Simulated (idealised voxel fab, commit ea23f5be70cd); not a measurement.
process module | voxel ribs on slabs
cross-section cut | 265 nm wide | cells 5 nm
A cross-section is a grid of square cells, given in bands from the top down. A band is one or more rows of cells.
Each band's line starts with the height of the band's top and of its bottom, in nm. Then come its materials from left to right, each with its width in nm. One material with "throughout" fills the band from edge to edge. "air" is empty space.
Height 0 is the level under which the wafer as received is all one material. The lowest band goes on downwards, as in "0 down".
A width such as "30 to 40" changes by the same amount from each row of cells to the next, from the band's top row to its bottom row.
"no change" after a step means that no cell of the cross-section changed.
closed voids: empty space of 8 cells or more with no open way to the top, each as width x height at its distance from the left edge, in nm
after a step's settings: what the simulator itself notes on the step
overlay nm, on a step with a mask: how far to the right of its planned place the mask lay; to the left if negative
plan
1 op RECEIVE | material Si
2 op DIRECTIONAL_DEP | material SiO2 | thk nm 30
3 op DIRECTIONAL_DEP | material polySi | thk nm 20
4 op PATTERN | tone cover | mask id RIB | material resist | width nm 25 | thk nm 20 | overlay nm 0
5 op DIRECTIONAL_ETCH | etch materials polySi | depth nm 10
6 op STRIP | etch materials resist
7 op MASKED_ETCH | tone cover | mask id SLAB | width nm 65 | etch materials polySi | depth nm 10 | overlay nm 0
8 op FILL_DEP | material SiO2 | thk nm 15
9 op CMP | height nm 60
10 op DIRECTIONAL_DEP | material W | thk nm 5
11 op MASKED_ETCH | tone cover | mask id HEATER | width nm 35 | etch materials W | depth nm 5 | overlay nm 0
12 op CONFORMAL_DEP | material SiN | thk nm 10
first wafer, as planned
as received, after step 1
  0 down: Si throughout
  closed voids: none
after step 2
  30 to 0: SiO2 throughout
  below 0: unchanged
after step 3
  50 to 30: polySi throughout
  below 30: unchanged
after step 4
  70 to 50: air 120 | resist 25 | air 120
  below 50: unchanged
after step 5
  70 to 50: air 120 | resist 25 | air 120
  50 to 40: air 120 | polySi 25 | air 120
  below 40: unchanged
after step 6
  50 to 40: air 120 | polySi 25 | air 120
  below 40: unchanged
after step 7
  50 to 40: air 120 | polySi 25 | air 120
  40 to 30: air 100 | polySi 65 | air 100
  below 30: unchanged
after step 8
  65 to 50: SiO2 throughout
  50 to 40: SiO2 120 | polySi 25 | SiO2 120
  40 to 30: SiO2 100 | polySi 65 | SiO2 100
  below 30: unchanged
after step 9
  60 to 50: SiO2 throughout
  below 50: unchanged
after step 10
  65 to 60: W throughout
  below 60: unchanged
after step 11
  65 to 60: air 115 | W 35 | air 115
  below 60: unchanged
after step 12
  75 to 70: air 105 | SiN 55 | air 105
  70 to 65: SiN throughout
  65 to 60: SiN 115 | W 35 | SiN 115
  below 60: unchanged
second wafer: like start, like plan, one mistake. Through step 10 it matches the first wafer
when step 11 should have ended
  65 to 60: air 120 | W 30 | air 115
  below 60: unchanged
when step 12 should have ended
  75 to 70: air 110 | SiN 50 | air 105
  70 to 65: SiN throughout
  65 to 60: SiN 120 | W 30 | SiN 115
  below 60: unchanged
what went wrong: step 11 ran as: op MASKED_ETCH | tone cover | mask id HEATER | width nm 30 | etch materials W | depth nm 5 | overlay nm 0
at the end the second wafer has, in cells: 1 fewer of W
